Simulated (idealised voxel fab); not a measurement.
The following process module bears the name voxel fin reveal.
Cross-sectional view cut (width: 265 nm; square cell size: 5 nm).
Cross-section spec: square-cell grid; bands listed top down; each band is one or more rows. Top height, bottom height, nm. Materials left to right, width each, nm. Single material + "edge to edge" = fills band edge to edge. "blank" = empty. Note: height 0 marks the level under which the wafer is uniformly one material as received. Lowest band unbounded below, written "top 0, no bottom". Read "30->40" as a graded width: first number on top, second number at the bottom, same change between each pair of neighbouring rows. Step marked "no modification"? Then no cell in the cross-section changed in it. For the entry "Closed cavity list", the listed items are empty spaces with no open way to the top whose size is 8 cells or more; each item follows the pattern width x height at distance, where distance is from the left edge and all three are in nm. What comes after the settings on a step's line is commentary from the simulator itself on that step. For masked steps, "overlay nm" on the step line gives how far right of plan the mask actually lay; a minus sign means it lay to the left.
## Planned step list for the process
step 1: RECEIVE: material Si
step 2: CONFORMAL_DEP: material SiN, thk nm 5
step 3: MASKED_ETCH: tone cover, mask id FINS, width nm 15, pitch nm 35, etch materials SiN, depth nm 5, overlay nm 0
step 4: MASKED_ETCH: tone cover, mask id FINS, width nm 15, pitch nm 35, etch materials Si, depth nm 30, overlay nm -15
step 5: OXIDIZE: depth nm 5
step 6: FILL_DEP: material SiO2, thk nm 10
step 7: CMP: height nm 5
step 8: SELECTIVE_ETCH: etch materials SiO2, depth nm 15
step 9: STRIP: etch materials SiN
step 10: CONFORMAL_DEP: material SiO2, thk nm 5
Split variable: overlay nm, step 4. Plan value = first wafer. Wafers start alike.
## Cross-section of the first of several received wafers, showing its state after step 1
> top 0, no bottom: Si edge to edge
> Closed cavity list: none
## End of the module, past its last step, step 10: how the first of several wafers looks in cross-section
> top 5, bottom 0: blank 105 nm | SiO2 15 nm | blank 20 nm | SiO2 15 nm | blank 110 nm
> top 0, bottom -5: blank 90 nm | SiO2 20 nm | Si 5 nm | SiO2 5 nm | blank 5 nm | SiO2 20 nm | Si 5 nm | SiO2 5 nm | blank 110 nm
> top -5, bottom -35: SiO2 95 nm | Si 20 nm | SiO2 15 nm | Si 20 nm | SiO2 115 nm
> top -35, no bottom: Si edge to edge
> Closed cavity list: none
## Last wafer, end of module, cross-section
> top 5, bottom 0: blank 105 nm | SiO2 15 nm | blank 20 nm | SiO2 15 nm | blank 110 nm
> top 0, bottom -5: blank 105 nm | SiO2 5 nm | Si 5 nm | SiO2 20 nm | blank 5 nm | SiO2 5 nm | Si 5 nm | SiO2 20 nm | blank 95 nm
> top -5, bottom -35: SiO2 110 nm | Si 20 nm | SiO2 15 nm | Si 20 nm | SiO2 100 nm
> top -35, no bottom: Si edge to edge
> Closed cavity list: none
## Row per wafer, end-of-module: cell gain (+)/loss (-) by material since the wafer came in, then closed voids
overlay nm -15; -321 Si; +286 SiO2; Closed cavity list: none
overlay nm -10; -333 Si; +296 SiO2; Closed cavity list: none
overlay nm -5; -345 Si; +306 SiO2; Closed cavity list: none
overlay nm 0; -357 Si; +316 SiO2; Closed cavity list: none
overlay nm 5; -345 Si; +306 SiO2; Closed cavity list: none
overlay nm 10; -333 Si; +296 SiO2; Closed cavity list: none
overlay nm 15; -321 Si; +286 SiO2; Closed cavity list: none
